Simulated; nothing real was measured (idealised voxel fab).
The following process module bears the name voxel self aligned contacts.
The cross-section on display is named cut; it measures 160 nm wide, and its cells are 5 nm squares.
Notation: cross-section as square-cell grid; stated in bands, top first, going down; one or more cell rows per band. A band entry consists of two parts. The first gives the height of the band's top and the height of its bottom, in nm. The rest lists the band's materials from left to right, each with its width in nm. A single material labelled with the word "throughout" fills the band from edge to edge, and the word "air" marks empty space. Zero point of the height axis is 0; under it, received wafer = one material. Lowest band: continues down indefinitely, "0 nm and below". Top row gets the first number, bottom row gets the second, and each row in between changes by the same step: that is how a band width like "30 to 40" works. No cell of the cross-section changed in a step that is given as "nothing was modified". Voids not open to the top, 8 cells minimum: see "Enclosed cavities". Written width x height at distance; distance is from the left edge; nm. Note: text after step settings on the step line = simulator remark on that step. On any step carrying a mask, the "overlay nm" setting, if present on the step's line, tells how far right of its planned place the mask lay; negative values point to the left.

These are the steps we planned for the process:
1) RECEIVE (material Si)
2) OXIDIZE (depth nm 5)
3) DIRECTIONAL_DEP (material polySi; thk nm 25)
4) DIRECTIONAL_DEP (material SiN; thk nm 20)
5) PATTERN (tone cover; mask id GATE; material resist; width nm 35; pitch nm 70; thk nm 15; overlay nm 0)
6) DIRECTIONAL_ETCH (etch materials SiN; depth nm 20)
7) DIRECTIONAL_ETCH (etch materials polySi; depth nm 25)
8) STRIP (etch materials resist)
9) CONFORMAL_DEP (material SiN; thk nm 5)
10) DIRECTIONAL_ETCH (etch materials SiN; depth nm 5)
11) FILL_DEP (material SiO2; thk nm 15)
12) CMP (height nm 50)
13) PATTERN (tone open; mask id CONTACT; material resist; width nm 45; thk nm 15; overlay nm 0)
14) DIRECTIONAL_ETCH (etch materials SiO2; depth nm 55)
15) STRIP (etch materials resist)
16) CONFORMAL_DEP (material TiN; thk nm 5)
17) FILL_DEP (material Ru; thk nm 10)
18) CMP (height nm 50)
19) CONFORMAL_DEP (material SiN; thk nm 5)
Every wafer here starts from the same state; it is the step 2 depth nm that distinguishes them, and the value the plan gives belongs to the first wafer.

As-received cross-section, first of several wafers, post step 1:
* 0 nm and below: Si throughout
* Enclosed cavities: none

Table: wafers, a row each; end-of-module cell change per material since receipt, gain (+), loss (-); then closed voids:
depth nm 5, +30 Ru, -32 Si, +124 SiN, +131 SiO2, +29 TiN, +70 polySi, Enclosed cavities: none
depth nm 10, +30 Ru, -64 Si, +124 SiN, +163 SiO2, +29 TiN, +70 polySi, Enclosed cavities: none
depth nm 15, +30 Ru, -96 Si, +124 SiN, +195 SiO2, +29 TiN, +70 polySi, Enclosed cavities: none
depth nm 20, +30 Ru, -128 Si, +124 SiN, +227 SiO2, +29 TiN, +70 polySi, Enclosed cavities: none
